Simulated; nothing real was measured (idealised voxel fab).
Proc. module: voxel wiring stack
Cross-section cut: width 185 nm, square cells of 5 nm.
In what follows, cross-sections appear as grids of square cells, described through bands that run from the top down, where every band is one or more rows of cells. This entry defines a band. It first specifies the height of the band's top and the height of its bottom in nm, and then specifies the band's materials from left to right, stating each material with its width in nm. The word "throughout" identifies a single material that fills the band from edge to edge, while the word "empty" identifies empty space. Zero point of the height axis is 0; under it, received wafer = one material. Lowest band: continues down indefinitely, "top 0, no bottom". The width entry "30..40" should be interpreted row by row: the top row of cells in the band takes the first number, the bottom row takes the second number, and the change between adjacent rows is uniform throughout. Key: "no alteration" - step with no changed cell in the cross-section. In "Voids, sealed" the enclosed voids are listed, meaning empty spaces of 8 cells or larger without any opening to the top. The form is width x height at distance, distance from the left edge, units nm. That trailing text on a step's line, after the settings, is the simulator's own remark on the step. overlay nm: how far to the right of its planned place the mask lay on this masked step (negative: to the left).
## Here's what the planned process steps look like
| 1 | RECEIVE: material Si |
| 2 | CONFORMAL_DEP: material SiO2, thk nm 10 |
| 3 | CONFORMAL_DEP: material SiCN, thk nm 5 |
| 4 | DIRECTIONAL_DEP: material SiO2, thk nm 20 |
| 5 | PATTERN: tone open, mask id METAL_1, material resist, width nm 25, pitch nm 40, thk nm 15, overlay nm 0 |
| 6 | DIRECTIONAL_ETCH: etch materials SiO2, depth nm 20 |
| 7 | DIRECTIONAL_ETCH: etch materials SiCN, depth nm 5 |
| 8 | STRIP: etch materials resist |
| 9 | CONFORMAL_DEP: material TiN, thk nm 5 |
| 10 | FILL_DEP: material Cu, thk nm 5 |
| 11 | CMP: height nm 35 |
| 12 | CONFORMAL_DEP: material SiCN, thk nm 5 |
| 13 | DIRECTIONAL_DEP: material SiO2, thk nm 30 |
| 14 | MASKED_ETCH: tone open, mask id METAL_2_HOLES, width nm 15, pitch nm 80, etch materials SiO2, depth nm 30, overlay nm 0 |
| 15 | MASKED_ETCH: tone open, mask id METAL_2, width nm 25, pitch nm 40, etch materials SiO2, depth nm 20, overlay nm 0 |
| 16 | MASKED_ETCH: tone open, mask id METAL_2, width nm 25, pitch nm 40, etch materials SiCN, depth nm 5, overlay nm 0 |
| 17 | CONFORMAL_DEP: material TiN, thk nm 5 |
| 18 | FILL_DEP: material Cu, thk nm 10 |
| 19 | CMP: height nm 70 |
| 20 | CONFORMAL_DEP: material SiN, thk nm 5 |
## Received-state cross-section, reflecting completion of step 1
    top 0, no bottom = Si throughout
    Voids, sealed: none
## Final wafer profile in cross-section after the module, from the same start and plan as above, with one mistake made during processing
    top 75, bottom 70 = SiN throughout
    top 70, bottom 55 = 20 SiO2; 5 TiN; 15 Cu; 5 TiN; 15 SiO2; 5 TiN; 15 Cu; 5 TiN; 15 SiO2; 5 TiN; 15 Cu; 5 TiN; 15 SiO2; 5 TiN; 15 Cu; 5 TiN; 20 SiO2
    top 55, bottom 50 = 20 SiO2; 5 TiN; 10 Cu; 10 TiN; 15 SiO2; 25 TiN; 15 SiO2; 5 TiN; 10 Cu; 10 TiN; 15 SiO2; 25 TiN; 20 SiO2
    top 50, bottom 40 = 20 SiO2; 5 TiN; 10 Cu; 5 TiN; 60 SiO2; 5 TiN; 10 Cu; 5 TiN; 65 SiO2
    top 40, bottom 35 = 20 SiCN; 20 TiN; 60 SiCN; 20 TiN; 65 SiCN
    top 35, bottom 15 = 20 SiO2; 5 TiN; 15 Cu; 5 TiN; 15 SiO2; 5 TiN; 15 Cu; 5 TiN; 15 SiO2; 5 TiN; 15 Cu; 5 TiN; 15 SiO2; 5 TiN; 15 Cu; 5 TiN; 20 SiO2
    top 15, bottom 10 = 20 SiCN; 25 TiN; 15 SiCN; 25 TiN; 15 SiCN; 25 TiN; 15 SiCN; 25 TiN; 20 SiCN
    top 10, bottom 0 = SiO2 throughout
    top 0, no bottom = Si throughout
    Voids, sealed: none
What went wrong in running the wafer? step 14 ran differently from the plan; actual operation with settings: MASKED_ETCH: tone open, mask id METAL_2_HOLES, width nm 20, pitch nm 80, etch materials SiO2, depth nm 30, overlay nm 0
